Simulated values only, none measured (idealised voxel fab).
process module | voxel capacitor over wiring
cross-section cut | 225 nm wide | cells 5 nm
A cross-section is a grid of square cells, given in bands from the top down. A band is one or more rows of cells.
Each band's line starts with the height of the band's top and of its bottom, in nm. Then come its materials from left to right, each with its width in nm. One material with "throughout" fills the band from edge to edge. "air" is empty space.
Height 0 is the level under which the wafer as received is all one material. The lowest band goes on downwards, as in "0 down".
A width such as "30 to 40" changes by the same amount from each row of cells to the next, from the band's top row to its bottom row.
"no change" after a step means that no cell of the cross-section changed.
closed voids: empty space of 8 cells or more with no open way to the top, each as width x height at its distance from the left edge, in nm
after a step's settings: what the simulator itself notes on the step
overlay nm, on a step with a mask: how far to the right of its planned place the mask lay; to the left if negative
plan
1 op RECEIVE | material Si
2 op CONFORMAL_DEP | material SiO2 | thk nm 10
3 op CONFORMAL_DEP | material SiN | thk nm 5
4 op DIRECTIONAL_DEP | material SiO2 | thk nm 20
5 op DIRECTIONAL_DEP | material aC | thk nm 15
6 op PATTERN | tone open | mask id METAL_1 | material resist | width nm 25 | pitch nm 85 | thk nm 35 | overlay nm 0
7 op DIRECTIONAL_ETCH | etch materials aC | depth nm 15
8 op STRIP | etch materials resist
9 op DIRECTIONAL_ETCH | etch materials SiO2 | depth nm 20
10 op DIRECTIONAL_ETCH | etch materials SiN | depth nm 5
11 op STRIP | etch materials aC
12 op CONFORMAL_DEP | material TiN | thk nm 5
13 op FILL_DEP | material Cu | thk nm 10
14 op CMP | height nm 35
15 op CONFORMAL_DEP | material SiCN | thk nm 5
16 op DIRECTIONAL_DEP | material lowk | thk nm 20
17 op MASKED_ETCH | tone open | mask id PLUG_1 | width nm 15 | etch materials lowk | depth nm 20 | overlay nm 0
18 op MASKED_ETCH | tone open | mask id PLUG_1 | width nm 15 | etch materials SiCN | depth nm 5 | overlay nm 0
19 op CONFORMAL_DEP | material TiN | thk nm 5
20 op FILL_DEP | material W | thk nm 5
21 op CMP | height nm 60
22 op DIRECTIONAL_DEP | material TiN | thk nm 10
23 op DIRECTIONAL_DEP | material SiN | thk nm 5
24 op DIRECTIONAL_DEP | material TiN | thk nm 10
25 op PATTERN | tone cover | mask id UPPER_PLATE | material resist | width nm 65 | thk nm 20 | overlay nm 0
26 op DIRECTIONAL_ETCH | etch materials TiN | depth nm 10
27 op DIRECTIONAL_ETCH | etch materials SiN | depth nm 5
28 op STRIP | etch materials resist
29 op MASKED_ETCH | tone cover | mask id LOWER_PLATE | width nm 75 | etch materials TiN | depth nm 10 | overlay nm 0
30 op FILL_DEP | material SiO2 | thk nm 15
31 op CMP | height nm 95
32 op DIRECTIONAL_DEP | material aC | thk nm 10
33 op PATTERN | tone open | mask id PLUG_2 | material resist | width nm 15 | thk nm 25 | overlay nm 0
34 op DIRECTIONAL_ETCH | etch materials aC | depth nm 10
35 op STRIP | etch materials resist
36 op DIRECTIONAL_ETCH | etch materials SiO2 | depth nm 10
37 op STRIP | etch materials aC
38 op CONFORMAL_DEP | material TiN | thk nm 5
39 op FILL_DEP | material Cu | thk nm 10
40 op CMP | height nm 95
41 op CONFORMAL_DEP | material SiCN | thk nm 5
as received, after step 1
  0 down: Si throughout
  closed voids: none
first wafer at the end, as planned
  100 to 95: SiCN throughout
  95 to 90: SiO2 75 | TiN 5 | Cu 5 | TiN 5 | SiO2 135
  90 to 85: SiO2 75 | TiN 15 | SiO2 135
  85 to 75: SiO2 65 | TiN 65 | SiO2 95
  75 to 70: SiO2 65 | SiN 65 | SiO2 95
  70 to 60: SiO2 60 | TiN 75 | SiO2 90
  60 to 40: lowk 65 | TiN 5 | W 5 | TiN 5 | lowk 145
  40 to 35: SiCN 65 | TiN 15 | SiCN 145
  35 to 15: SiO2 55 | TiN 5 | Cu 15 | TiN 5 | SiO2 60 | TiN 5 | Cu 15 | TiN 5 | SiO2 60
  15 to 10: SiN 55 | TiN 25 | SiN 60 | TiN 25 | SiN 60
  10 to 0: SiO2 throughout
  0 down: Si throughout
  closed voids: none
second wafer at the end: like start, like plan, one mistake
  100 to 95: SiCN throughout
  95 to 90: SiO2 75 | TiN 5 | Cu 5 | TiN 5 | SiO2 135
  90 to 85: SiO2 75 | TiN 15 | SiO2 135
  85 to 75: SiO2 65 | TiN 65 | SiO2 95
  75 to 70: SiO2 65 | SiN 65 | SiO2 95
  70 to 60: SiO2 60 | TiN 75 | SiO2 90
  60 to 40: lowk 65 | TiN 5 | W 5 | TiN 5 | lowk 145
  40 to 35: SiCN 65 | TiN 15 | SiCN 145
  35 to 15: SiO2 50 | TiN 5 | Cu 25 | TiN 5 | SiO2 50 | TiN 5 | Cu 25 | TiN 5 | SiO2 55
  15 to 10: SiN 50 | TiN 35 | SiN 50 | TiN 35 | SiN 55
  10 to 0: SiO2 throughout
  0 down: Si throughout
  closed voids: none
what went wrong: step 6 ran as: op PATTERN | tone open | mask id METAL_1 | material resist | width nm 35 | pitch nm 85 | thk nm 35 | overlay nm 0
at the end the second wafer has, in cells: 16 more of Cu | 4 fewer of SiN | 16 fewer of SiO2 | 4 more of TiN
